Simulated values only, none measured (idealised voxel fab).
Process module heading - voxel double patterning
The width of the displayed cross-section, cut, is 240 nm; its cells are square, with a size of 5 nm.
Throughout this document, each cross-section is represented as a grid of square cells and is presented as a sequence of bands enumerated from the top downward, where a band comprises one or more rows of cells. The entry gives the band's vertical extent as a top height and a bottom height in nm, then its horizontal make-up as materials from left to right, each with a width in nm. "empty" stands for empty space; a single material marked "all across" fills the band edge to edge. All heights in this document are referenced to 0, defined as the level beneath which the wafer, as received, consists entirely of one material. The lowest band is not bounded below; it extends indefinitely downward and is written in the form "0 down". Width: "30 to 40" (first number = top row, second number = bottom row, same change from row to row of cells). Step note "nothing changed" = no cross-section cell changed. Basically, "Sealed void list" tells you about the enclosed voids: empty spaces with no open way to the top, 8 cells or bigger, each written width x height at distance, where distance is from the left edge, all in nm. after a step's settings: what the simulator itself notes on the step. Among the settings permitted on a step's line is "overlay nm"; applied to a step with a mask, it specifies the extent to which the mask lay to the right of its planned position, whereas a negative figure signifies a position to the left.

### This section lists the process steps that were planned
1. RECEIVE with material Si
2. CONFORMAL_DEP with material SiO2, thk nm 10
3. DIRECTIONAL_DEP with material polySi, thk nm 15
4. DIRECTIONAL_DEP with material SiN, thk nm 10
5. MASKED_ETCH with tone open, mask id FIRST, width nm 15, pitch nm 50, etch materials SiN, depth nm 10, overlay nm 0
6. MASKED_ETCH with tone open, mask id SECOND, width nm 15, pitch nm 50, etch materials SiN, depth nm 10, overlay nm 0
7. DIRECTIONAL_ETCH with etch materials polySi, depth nm 15
8. STRIP with etch materials SiN

### As-received state of the wafer in cross-section, equivalent to post-step 1
- 0 down = Si all across
- Sealed void list: none

### Look at the cross-section after the module: the wafer started out the way shown above and the plan was the one shown above, yet one mistake was made along the way
- 25 to 10 = polySi=65 / empty=15 / polySi=5 / empty=15 / polySi=15 / empty=15 / polySi=5 / empty=15 / polySi=15 / empty=15 / polySi=60
- 10 to 0 = SiO2 all across
- 0 down = Si all across
- Sealed void list: none
Deviation from plan: step 5 was not run as planned; what actually ran was MASKED_ETCH with tone open, mask id FIRST, width nm 15, pitch nm 50, etch materials SiN, depth nm 10, overlay nm 5
